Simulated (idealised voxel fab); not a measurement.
Herein follows the process module entitled voxel air gaps.
The width of the displayed cross-section, cut, is 175 nm; its cells are square, with a size of 5 nm.
Cross-section layout: square cells on a grid; listed as bands, top to bottom; a band spans one or more cell rows. In this notation a band is specified by the heights of its top and bottom, in that order and in nm, after which its materials appear from left to right, each paired with its width in nm. The word "throughout" attached to a single material means that material fills the band from edge to edge; the word "empty" stands for empty space. Counting heights begins at 0, where everything beneath is, in the wafer as received, one material. The lowest band has no bottom; it goes on downwards, as "from 0 down" shows. Width: "30..40" (first number = top row, second number = bottom row, same change from row to row of cells). Key: "identical to before" - step with no changed cell in the cross-section. "Sealed void list" enumerates empty spaces isolated from the top, with no open way to it, that contain at least 8 cells, giving each as width x height at distance from the left edge, all three in nm. If you see something after the settings on a step's line, that's the simulator's own remark about that step. overlay nm: where the mask lay relative to plan, measured to the right, on steps with a mask; negatives go left.

-- plan
1) RECEIVE | material Si
2) CONFORMAL_DEP | material SiO2 | thk nm 15
3) CONFORMAL_DEP | material SiCN | thk nm 5
4) DIRECTIONAL_DEP | material lowk | thk nm 35
5) DIRECTIONAL_DEP | material aC | thk nm 15
6) PATTERN | tone open | mask id LINES | material resist | width nm 20 | pitch nm 50 | thk nm 35 | overlay nm 0
7) DIRECTIONAL_ETCH | etch materials aC | depth nm 15
8) STRIP | etch materials resist
9) DIRECTIONAL_ETCH | etch materials lowk | depth nm 35
10) STRIP | etch materials aC
11) CONFORMAL_DEP | material TiN | thk nm 5
12) FILL_DEP | material W | thk nm 10
13) CMP | height nm 45
14) EPI | material Ru | thk nm 10
15) SELECTIVE_ETCH | etch materials lowk | depth nm 45
16) CONFORMAL_DEP | material SiCN | thk nm 5
It is noted that the wafers described herein are identical at the outset and are distinguished by the height nm of step 13; the value stated in the plan corresponds to the first wafer.

-- So this is the first of several wafers, cross-sectioned as it came to us, meaning it's at the end of step 1
	from 0 down: Si throughout
	Sealed void list: none

-- Wafer rows, end of module: cells per material gained (+) or lost (-) since receipt; closed voids last
height nm 45; +48 Ru; +136 SiCN; +105 SiO2; +36 TiN; +24 W; Sealed void list: 20 x 15 at 50; 20 x 15 at 100
height nm 50; +48 Ru; +142 SiCN; +105 SiO2; +42 TiN; +30 W; Sealed void list: 20 x 20 at 50; 20 x 20 at 100
height nm 55; +48 Ru; +148 SiCN; +105 SiO2; +48 TiN; +36 W; Sealed void list: 20 x 25 at 50; 20 x 25 at 100
height nm 60; +70 Ru; +70 SiCN; +105 SiO2; +77 TiN; +42 W; +161 lowk; Sealed void list: none
height nm 65; +70 Ru; +70 SiCN; +105 SiO2; +77 TiN; +77 W; +161 lowk; Sealed void list: none
height nm 70; +70 Ru; +70 SiCN; +105 SiO2; +77 TiN; +112 W; +161 lowk; Sealed void list: none
